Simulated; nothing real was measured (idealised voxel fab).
process module | voxel spacer lines
cross-section cut | 225 nm wide | cells 5 nm
A cross-section is a grid of square cells, given in bands from the top down. A band is one or more rows of cells.
Each band's line starts with the height of the band's top and of its bottom, in nm. Then come its materials from left to right, each with its width in nm. One material with "throughout" fills the band from edge to edge. "air" is empty space.
Height 0 is the level under which the wafer as received is all one material. The lowest band goes on downwards, as in "0 down".
A width such as "30 to 40" changes by the same amount from each row of cells to the next, from the band's top row to its bottom row.
"no change" after a step means that no cell of the cross-section changed.
closed voids: empty space of 8 cells or more with no open way to the top, each as width x height at its distance from the left edge, in nm
after a step's settings: what the simulator itself notes on the step
overlay nm, on a step with a mask: how far to the right of its planned place the mask lay; to the left if negative
plan
1 op RECEIVE | material Si
2 op CONFORMAL_DEP | material SiO2 | thk nm 5
3 op DIRECTIONAL_DEP | material TiN | thk nm 20
4 op DIRECTIONAL_DEP | material polySi | thk nm 25
5 op PATTERN | tone cover | mask id MANDREL | material resist | width nm 15 | pitch nm 50 | thk nm 35 | overlay nm 0
6 op DIRECTIONAL_ETCH | etch materials polySi | depth nm 25
7 op STRIP | etch materials resist
8 op CONFORMAL_DEP | material SiN | thk nm 10
9 op DIRECTIONAL_ETCH | etch materials SiN | depth nm 10
10 op STRIP | etch materials polySi
11 op DIRECTIONAL_ETCH | etch materials TiN | depth nm 20
12 op STRIP | etch materials SiN
first wafer, as planned
as received, after step 1
  0 down: Si throughout
  closed voids: none
after step 2
  5 to 0: SiO2 throughout
  below 0: unchanged
after step 3
  25 to 5: TiN throughout
  below 5: unchanged
after step 4
  50 to 25: polySi throughout
  below 25: unchanged
after step 5
  85 to 50: air 55 | resist 15 | air 35 | resist 15 | air 35 | resist 15 | air 55
  below 50: unchanged
after step 6
  85 to 50: air 55 | resist 15 | air 35 | resist 15 | air 35 | resist 15 | air 55
  50 to 25: air 55 | polySi 15 | air 35 | polySi 15 | air 35 | polySi 15 | air 55
  below 25: unchanged
after step 7
  50 to 25: air 55 | polySi 15 | air 35 | polySi 15 | air 35 | polySi 15 | air 55
  below 25: unchanged
after step 8
  60 to 50: air 45 | SiN 35 | air 15 | SiN 35 | air 15 | SiN 35 | air 45
  50 to 35: air 45 | SiN 10 | polySi 15 | SiN 10 | air 15 | SiN 10 | polySi 15 | SiN 10 | air 15 | SiN 10 | polySi 15 | SiN 10 | air 45
  35 to 25: SiN 55 | polySi 15 | SiN 35 | polySi 15 | SiN 35 | polySi 15 | SiN 55
  below 25: unchanged
after step 9
  50 to 25: air 45 | SiN 10 | polySi 15 | SiN 10 | air 15 | SiN 10 | polySi 15 | SiN 10 | air 15 | SiN 10 | polySi 15 | SiN 10 | air 45
  below 25: unchanged
after step 10
  50 to 25: air 45 | SiN 10 | air 15 | SiN 10 | air 15 | SiN 10 | air 15 | SiN 10 | air 15 | SiN 10 | air 15 | SiN 10 | air 45
  below 25: unchanged
after step 11
  50 to 25: air 45 | SiN 10 | air 15 | SiN 10 | air 15 | SiN 10 | air 15 | SiN 10 | air 15 | SiN 10 | air 15 | SiN 10 | air 45
  25 to 5: air 45 | TiN 10 | air 15 | TiN 10 | air 15 | TiN 10 | air 15 | TiN 10 | air 15 | TiN 10 | air 15 | TiN 10 | air 45
  below 5: unchanged
after step 12
  25 to 5: air 45 | TiN 10 | air 15 | TiN 10 | air 15 | TiN 10 | air 15 | TiN 10 | air 15 | TiN 10 | air 15 | TiN 10 | air 45
  below 5: unchanged
second wafer: like start, like plan, one mistake. Through step 2 it matches the first wafer
when step 3 should have ended
  30 to 5: polySi throughout
  below 5: unchanged
when step 4 should have ended
  50 to 30: TiN throughout
  below 30: unchanged
when step 5 should have ended
  85 to 50: air 55 | resist 15 | air 35 | resist 15 | air 35 | resist 15 | air 55
  below 50: unchanged
when step 6 should have ended: no change
when step 7 should have ended
  50 to 30: TiN throughout
  below 30: unchanged
when step 8 should have ended
  60 to 50: SiN throughout
  below 50: unchanged
when step 9 should have ended
  50 to 30: TiN throughout
  below 30: unchanged
when step 10 should have ended: no change
when step 11 should have ended
  30 to 5: polySi throughout
  below 5: unchanged
when step 12 should have ended: no change
what went wrong: steps 3 and 4 were swapped
at the end the second wafer has, in cells: 48 fewer of TiN | 225 more of polySi
